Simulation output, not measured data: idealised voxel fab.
Process module in this document: voxel transistor to metal
Cross-section cut spans 215 nm and uses square cells 5 nm in size.
Notation: cross-section as square-cell grid; stated in bands, top first, going down; one or more cell rows per band. Look at the band entry: it leads with the top's height and the bottom's height in nm. Then it lists the materials left to right, with a width in nm for each. The word "full width" on a single material says that material fills the band edge to edge. The word "blank" is empty space. Heights are measured from 0, the level below which the as-received wafer is all one material; the lowest band has no bottom and continues downward, written as in "from 0 down". A two-number width, for instance "30..40", indicates that the width is equal to the first number in the top row of the band and to the second number in the bottom row, and that it changes by a constant amount per row of cells. For the purposes of this document, the phrase "changes: none" attached to a step denotes that no cell within the cross-section was modified by that step. In "Completely enclosed voids" the enclosed voids are listed, meaning empty spaces of 8 cells or larger without any opening to the top. The form is width x height at distance, distance from the left edge, units nm. Step line, after settings: the simulator's comment on this step. The optional step-line setting "overlay nm" applies to steps with a mask and quantifies how far to the right of its planned location the mask lay, a negative value indicating leftward placement.

These are the steps we planned for the process:
1. RECEIVE with material Si
2. CONFORMAL_DEP with material SiO2, thk nm 5
3. CONFORMAL_DEP with material SiN, thk nm 10
4. MASKED_ETCH with tone cover, mask id ACTIVE, width nm 105, etch materials SiN, depth nm 10, overlay nm 0
5. MASKED_ETCH with tone cover, mask id ACTIVE, width nm 105, etch materials SiO2, depth nm 5, overlay nm 0
6. MASKED_ETCH with tone cover, mask id ACTIVE, width nm 105, etch materials Si, depth nm 20, overlay nm 0
7. FILL_DEP with material SiO2, thk nm 10
8. CMP with height nm 15
9. SELECTIVE_ETCH with etch materials SiO2, depth nm 10
10. STRIP with etch materials SiN
11. SELECTIVE_ETCH with etch materials SiO2, depth nm 5
12. OXIDIZE with depth nm 5
13. DIRECTIONAL_DEP with material polySi, thk nm 30
14. DIRECTIONAL_DEP with material SiCN, thk nm 10
15. PATTERN with tone cover, mask id GATE, material resist, width nm 25, thk nm 20, overlay nm 0
16. DIRECTIONAL_ETCH with etch materials SiCN, depth nm 20
17. DIRECTIONAL_ETCH with etch materials polySi, depth nm 40
18. STRIP with etch materials resist
19. CONFORMAL_DEP with material SiN, thk nm 5
20. DIRECTIONAL_ETCH with etch materials SiN, depth nm 5
21. DIRECTIONAL_ETCH with etch materials SiO2, depth nm 5
22. EPI with material pSi, thk nm 5
23. FILL_DEP with material SiO2, thk nm 10
24. CMP with height nm 30
25. STRIP with etch materials polySi
26. SELECTIVE_ETCH with etch materials SiO2, depth nm 5
27. CONFORMAL_DEP with material HfO2, thk nm 5
28. CONFORMAL_DEP with material TiN, thk nm 5
29. FILL_DEP with material W, thk nm 5
30. CMP with height nm 25
31. DIRECTIONAL_DEP with material SiO2, thk nm 15
32. PATTERN with tone open, mask id CONTACT, material resist, width nm 15, pitch nm 70, thk nm 15, overlay nm 0
33. DIRECTIONAL_ETCH with etch materials SiO2, depth nm 40
34. STRIP with etch materials resist
35. CONFORMAL_DEP with material TiN, thk nm 5
36. FILL_DEP with material Ru, thk nm 5
37. CMP with height nm 40
38. DIRECTIONAL_DEP with material TiN, thk nm 5
39. DIRECTIONAL_DEP with material W, thk nm 15
40. DIRECTIONAL_DEP with material aC, thk nm 15
41. PATTERN with tone cover, mask id METAL_1, material resist, width nm 15, pitch nm 70, thk nm 35, overlay nm 0
42. DIRECTIONAL_ETCH with etch materials aC, depth nm 15
43. STRIP with etch materials resist
44. DIRECTIONAL_ETCH with etch materials W, depth nm 15
45. DIRECTIONAL_ETCH with etch materials TiN, depth nm 5
46. STRIP with etch materials aC
47. CONFORMAL_DEP with material SiCN, thk nm 5
48. FILL_DEP with material lowk, thk nm 5
49. CMP with height nm 60
50. CONFORMAL_DEP with material SiN, thk nm 5

Shown in cross-section is the wafer as received, that is, as it stands after step 1:
from 0 down: Si full width
Completely enclosed voids: none

Cross-sectional view of the first of the two wafers upon completion of the module, processed in accordance with the plan:
from 65 to 60: SiN full width
from 60 to 45: lowk=60 | SiCN=5 | W=15 | SiCN=5 | lowk=45 | SiCN=5 | W=15 | SiCN=5 | lowk=60
from 45 to 40: SiCN=65 | TiN=15 | SiCN=55 | TiN=15 | SiCN=65
from 40 to 25: SiO2=65 | TiN=5 | Ru=5 | TiN=5 | SiO2=55 | TiN=5 | Ru=5 | TiN=5 | SiO2=65
from 25 to 5: SiO2=65 | TiN=5 | Ru=5 | TiN=5 | SiO2=10 | SiN=5 | HfO2=5 | TiN=5 | W=5 | TiN=5 | HfO2=5 | SiN=5 | SiO2=10 | TiN=5 | Ru=5 | TiN=5 | SiO2=65
from 5 to 0: SiO2=65 | TiN=15 | SiO2=10 | SiN=5 | HfO2=5 | TiN=15 | HfO2=5 | SiN=5 | SiO2=10 | TiN=15 | SiO2=65
from 0 to -5: SiO2=50 | pSi=40 | HfO2=35 | pSi=40 | SiO2=50
from -5 to -20: SiO2=55 | Si=105 | SiO2=55
from -20 down: Si full width
Completely enclosed voids: none

Second wafer of the two, sectioned at the end of the module. It began like the first and followed the same plan, but one mistake was made while running it:
from 65 to 60: SiN full width
from 60 to 45: lowk=60 | SiCN=5 | W=15 | SiCN=5 | lowk=45 | SiCN=5 | W=15 | SiCN=5 | lowk=60
from 45 to 40: SiCN=65 | TiN=15 | SiCN=55 | TiN=15 | SiCN=65
from 40 to 25: SiO2=65 | TiN=5 | Ru=5 | TiN=5 | SiO2=55 | TiN=5 | Ru=5 | TiN=5 | SiO2=65
from 25 to 5: SiO2=65 | TiN=5 | Ru=5 | TiN=5 | SiO2=10 | SiN=5 | Ru=5 | TiN=5 | W=5 | TiN=5 | Ru=5 | SiN=5 | SiO2=10 | TiN=5 | Ru=5 | TiN=5 | SiO2=65
from 5 to 0: SiO2=65 | TiN=15 | SiO2=10 | SiN=5 | Ru=5 | TiN=15 | Ru=5 | SiN=5 | SiO2=10 | TiN=15 | SiO2=65
from 0 to -5: SiO2=50 | pSi=40 | Ru=35 | pSi=40 | SiO2=50
from -5 to -20: SiO2=55 | Si=105 | SiO2=55
from -20 down: Si full width
Completely enclosed voids: none
The plan and the run diverged here: in deviation from the planned setting, step 27 was conducted as CONFORMAL_DEP with material Ru, thk nm 5
FYI, end of process, the second wafer has more or fewer cells of some materials than the first: HfO2: 17 fewer; Ru: 17 more
